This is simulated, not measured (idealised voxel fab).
The name of this process module is voxel quadruple lines.
FYI the section here is cut, 200 nm wide, cells are 5 nm squares.
Reading order for cross-sections: top band down to bottom band. Underlying form: a grid of square cells. Band size: one or more rows of cells.
Look at the band entry: it leads with the top's height and the bottom's height in nm. Then it lists the materials left to right, with a width in nm for each. The word "full width" on a single material says that material fills the band edge to edge. The word "empty" is empty space.
Ref level 0: as-received wafer is one material below here. Bottom band extends down with no lower bound ("0 and below").
Think of "30 to 40" as a width that walks from the first number to the second as you go down the band, top row to bottom row, taking equal-sized steps from row to row.
What does "everything unchanged" mean for a step? It means no cell of the cross-section changed in that step.
Empty spaces without an open route to the top, at least 8 cells in extent, make up the entry "Closed cavities"; each is given as width x height at distance, where the distance is measured from the left edge, and all are in nm.
Step line, after settings: the simulator's comment on this step.
overlay nm: step with mask; distance mask lay right of planned place; negative value = left of planned place.

### So here's the lineup of process steps we planned
| 1 | op RECEIVE | material Si |
| 2 | op CONFORMAL_DEP | material Al2O3 | thk nm 10 |
| 3 | op DIRECTIONAL_DEP | material TiN | thk nm 10 |
| 4 | op DIRECTIONAL_DEP | material polySi | thk nm 15 |
| 5 | op DIRECTIONAL_DEP | material aC | thk nm 20 |
| 6 | op PATTERN | tone cover | mask id MANDREL | material resist | width nm 30 | thk nm 30 | overlay nm 0 |
| 7 | op DIRECTIONAL_ETCH | etch materials aC | depth nm 20 |
| 8 | op STRIP | etch materials resist |
| 9 | op CONFORMAL_DEP | material SiO2 | thk nm 10 |
| 10 | op DIRECTIONAL_ETCH | etch materials SiO2 | depth nm 10 |
| 11 | op STRIP | etch materials aC |
| 12 | op DIRECTIONAL_ETCH | etch materials polySi | depth nm 15 |
| 13 | op STRIP | etch materials SiO2 |
| 14 | op CONFORMAL_DEP | material SiCN | thk nm 10 |
| 15 | op DIRECTIONAL_ETCH | etch materials SiCN | depth nm 10 |
| 16 | op STRIP | etch materials polySi |
| 17 | op DIRECTIONAL_ETCH | etch materials TiN | depth nm 10 |
| 18 | op STRIP | etch materials SiCN |

### The first wafer of two, processed as planned

### As-received wafer cross-section (after step 1)
* 0 and below: Si full width
* Closed cavities: none

### Wafer xsec, post step 2
* 10 down to 0: Al2O3 full width
* Rest of section, below 0: as before.

### Wafer xsec, post step 3
* 20 down to 10: TiN full width
* Rest of section, below 10: as before.

### Wafer xsec, post step 4
* 35 down to 20: polySi full width
* Rest of section, below 20: as before.

### Wafer xsec, post step 5
* 55 down to 35: aC full width
* Rest of section, below 35: as before.

### Wafer xsec, post step 6
* 85 down to 55: 85 empty  30 resist  85 empty
* Rest of section, below 55: as before.

### Wafer xsec, post step 7
* 65 down to 55: 85 empty  30 resist  85 empty
* 55 down to 35: 85 empty  30 aC  85 empty
* Rest of section, below 35: as before.

### Wafer xsec, post step 8
* 55 down to 35: 85 empty  30 aC  85 empty
* Rest of section, below 35: as before.

### Wafer xsec, post step 9
* 65 down to 55: 75 empty  50 SiO2  75 empty
* 55 down to 45: 75 empty  10 SiO2  30 aC  10 SiO2  75 empty
* 45 down to 35: 85 SiO2  30 aC  85 SiO2
* Rest of section, below 35: as before.

### Wafer xsec, post step 10
* 55 down to 35: 75 empty  10 SiO2  30 aC  10 SiO2  75 empty
* Rest of section, below 35: as before.

### Wafer xsec, post step 11
* 55 down to 35: 75 empty  10 SiO2  30 empty  10 SiO2  75 empty
* Rest of section, below 35: as before.

### Wafer xsec, post step 12
* 55 down to 35: 75 empty  10 SiO2  30 empty  10 SiO2  75 empty
* 35 down to 20: 75 empty  10 polySi  30 empty  10 polySi  75 empty
* Rest of section, below 20: as before.

### Wafer xsec, post step 13
* 35 down to 20: 75 empty  10 polySi  30 empty  10 polySi  75 empty
* Rest of section, below 20: as before.

### Wafer xsec, post step 14
* 45 down to 35: 65 empty  30 SiCN  10 empty  30 SiCN  65 empty
* 35 down to 30: 65 empty  10 SiCN  10 polySi  10 SiCN  10 empty  10 SiCN  10 polySi  10 SiCN  65 empty
* 30 down to 20: 75 SiCN  10 polySi  30 SiCN  10 polySi  75 SiCN
* Rest of section, below 20: as before.

### Wafer xsec, post step 15
* 35 down to 20: 65 empty  10 SiCN  10 polySi  10 SiCN  10 empty  10 SiCN  10 polySi  10 SiCN  65 empty
* Rest of section, below 20: as before.

### Wafer xsec, post step 16
* 35 down to 20: 65 empty  10 SiCN  10 empty  10 SiCN  10 empty  10 SiCN  10 empty  10 SiCN  65 empty
* Rest of section, below 20: as before.

### Wafer xsec, post step 17
* 35 down to 20: 65 empty  10 SiCN  10 empty  10 SiCN  10 empty  10 SiCN  10 empty  10 SiCN  65 empty
* 20 down to 10: 65 empty  10 TiN  10 empty  10 TiN  10 empty  10 TiN  10 empty  10 TiN  65 empty
* Rest of section, below 10: as before.

### Wafer xsec, post step 18
* 20 down to 10: 65 empty  10 TiN  10 empty  10 TiN  10 empty  10 TiN  10 empty  10 TiN  65 empty
* Rest of section, below 10: as before.

### What follows concerns the second wafer, which started out like the first and was meant to follow the very same plan; one mistake crept in when it was run, but everything up to and including step 1 is the same as for the first wafer

Second wafer, cross-section, planned end of step 2: everything unchanged

### Second wafer, cross-section, planned end of step 3
* 10 down to 0: TiN full width
* Rest of section, below 0: as before.

### Second wafer, cross-section, planned end of step 4
* 25 down to 10: polySi full width
* Rest of section, below 10: as before.

### Second wafer, cross-section, planned end of step 5
* 45 down to 25: aC full width
* Rest of section, below 25: as before.

### Second wafer, cross-section, planned end of step 6
* 75 down to 45: 85 empty  30 resist  85 empty
* Rest of section, below 45: as before.

### Second wafer, cross-section, planned end of step 7
* 55 down to 45: 85 empty  30 resist  85 empty
* 45 down to 25: 85 empty  30 aC  85 empty
* Rest of section, below 25: as before.

### Second wafer, cross-section, planned end of step 8
* 45 down to 25: 85 empty  30 aC  85 empty
* Rest of section, below 25: as before.

### Second wafer, cross-section, planned end of step 9
* 55 down to 45: 75 empty  50 SiO2  75 empty
* 45 down to 35: 75 empty  10 SiO2  30 aC  10 SiO2  75 empty
* 35 down to 25: 85 SiO2  30 aC  85 SiO2
* Rest of section, below 25: as before.

### Second wafer, cross-section, planned end of step 10
* 45 down to 25: 75 empty  10 SiO2  30 aC  10 SiO2  75 empty
* Rest of section, below 25: as before.

### Second wafer, cross-section, planned end of step 11
* 45 down to 25: 75 empty  10 SiO2  30 empty  10 SiO2  75 empty
* Rest of section, below 25: as before.

### Second wafer, cross-section, planned end of step 12
* 45 down to 25: 75 empty  10 SiO2  30 empty  10 SiO2  75 empty
* 25 down to 10: 75 empty  10 polySi  30 empty  10 polySi  75 empty
* Rest of section, below 10: as before.

### Second wafer, cross-section, planned end of step 13
* 25 down to 10: 75 empty  10 polySi  30 empty  10 polySi  75 empty
* Rest of section, below 10: as before.

### Second wafer, cross-section, planned end of step 14
* 35 down to 25: 65 empty  30 SiCN  10 empty  30 SiCN  65 empty
* 25 down to 20: 65 empty  10 SiCN  10 polySi  10 SiCN  10 empty  10 SiCN  10 polySi  10 SiCN  65 empty
* 20 down to 10: 75 SiCN  10 polySi  30 SiCN  10 polySi  75 SiCN
* Rest of section, below 10: as before.

### Second wafer, cross-section, planned end of step 15
* 25 down to 10: 65 empty  10 SiCN  10 polySi  10 SiCN  10 empty  10 SiCN  10 polySi  10 SiCN  65 empty
* Rest of section, below 10: as before.

### Second wafer, cross-section, planned end of step 16
* 25 down to 10: 65 empty  10 SiCN  10 empty  10 SiCN  10 empty  10 SiCN  10 empty  10 SiCN  65 empty
* Rest of section, below 10: as before.

### Second wafer, cross-section, planned end of step 17
* 25 down to 10: 65 empty  10 SiCN  10 empty  10 SiCN  10 empty  10 SiCN  10 empty  10 SiCN  65 empty
* 10 down to 0: 65 empty  10 TiN  10 empty  10 TiN  10 empty  10 TiN  10 empty  10 TiN  65 empty
* Rest of section, below 0: as before.

### Second wafer, cross-section, planned end of step 18
* 10 down to 0: 65 empty  10 TiN  10 empty  10 TiN  10 empty  10 TiN  10 empty  10 TiN  65 empty
* Rest of section, below 0: as before.
Plan not followed: step 2 of the plan was jumped over and never run
Cell-count delta at end, second wafer over first, by material: Al2O3: 80 fewer
